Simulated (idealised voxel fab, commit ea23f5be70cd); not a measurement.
process module | voxel spacer lines
cross-section cut | 230 nm wide | cells 5 nm
A cross-section is a grid of square cells, given in bands from the top down. A band is one or more rows of cells.
Each band's line starts with the height of the band's top and of its bottom, in nm. Then come its materials from left to right, each with its width in nm. One material with "throughout" fills the band from edge to edge. "air" is empty space.
Height 0 is the level under which the wafer as received is all one material. The lowest band goes on downwards, as in "0 down".
A width such as "30 to 40" changes by the same amount from each row of cells to the next, from the band's top row to its bottom row.
"no change" after a step means that no cell of the cross-section changed.
closed voids: empty space of 8 cells or more with no open way to the top, each as width x height at its distance from the left edge, in nm
after a step's settings: what the simulator itself notes on the step
overlay nm, on a step with a mask: how far to the right of its planned place the mask lay; to the left if negative
plan
1 op RECEIVE | material Si
2 op CONFORMAL_DEP | material Al2O3 | thk nm 5
3 op DIRECTIONAL_DEP | material SiN | thk nm 20
4 op DIRECTIONAL_DEP | material aC | thk nm 20
5 op PATTERN | tone cover | mask id MANDREL | material resist | width nm 15 | pitch nm 50 | thk nm 25 | overlay nm 0
6 op DIRECTIONAL_ETCH | etch materials aC | depth nm 20
7 op STRIP | etch materials resist
8 op CONFORMAL_DEP | material SiO2 | thk nm 10
9 op DIRECTIONAL_ETCH | etch materials SiO2 | depth nm 10
10 op STRIP | etch materials aC
11 op DIRECTIONAL_ETCH | etch materials SiN | depth nm 20
12 op STRIP | etch materials SiO2
13 op FILL_DEP | material lowk | thk nm 10
14 op CMP | height nm 25
as received, after step 1
  0 down: Si throughout
  closed voids: none
first wafer at the end, as planned
  25 to 5: lowk 45 | SiN 10 | lowk 15 | SiN 10 | lowk 15 | SiN 10 | lowk 15 | SiN 10 | lowk 15 | SiN 10 | lowk 15 | SiN 10 | lowk 50
  5 to 0: Al2O3 throughout
  0 down: Si throughout
  closed voids: none
second wafer at the end: like start, like plan, one mistake
  25 to 5: lowk 40 | SiN 10 | lowk 25 | SiN 10 | lowk 5 | SiN 10 | lowk 25 | SiN 10 | lowk 5 | SiN 10 | lowk 25 | SiN 10 | lowk 45
  5 to 0: Al2O3 throughout
  0 down: Si throughout
  closed voids: none
what went wrong: step 5 ran as: op PATTERN | tone cover | mask id MANDREL | material resist | width nm 25 | pitch nm 50 | thk nm 25 | overlay nm 0
at the end the second wafer has, in cells: as many of each material as the first, in other places
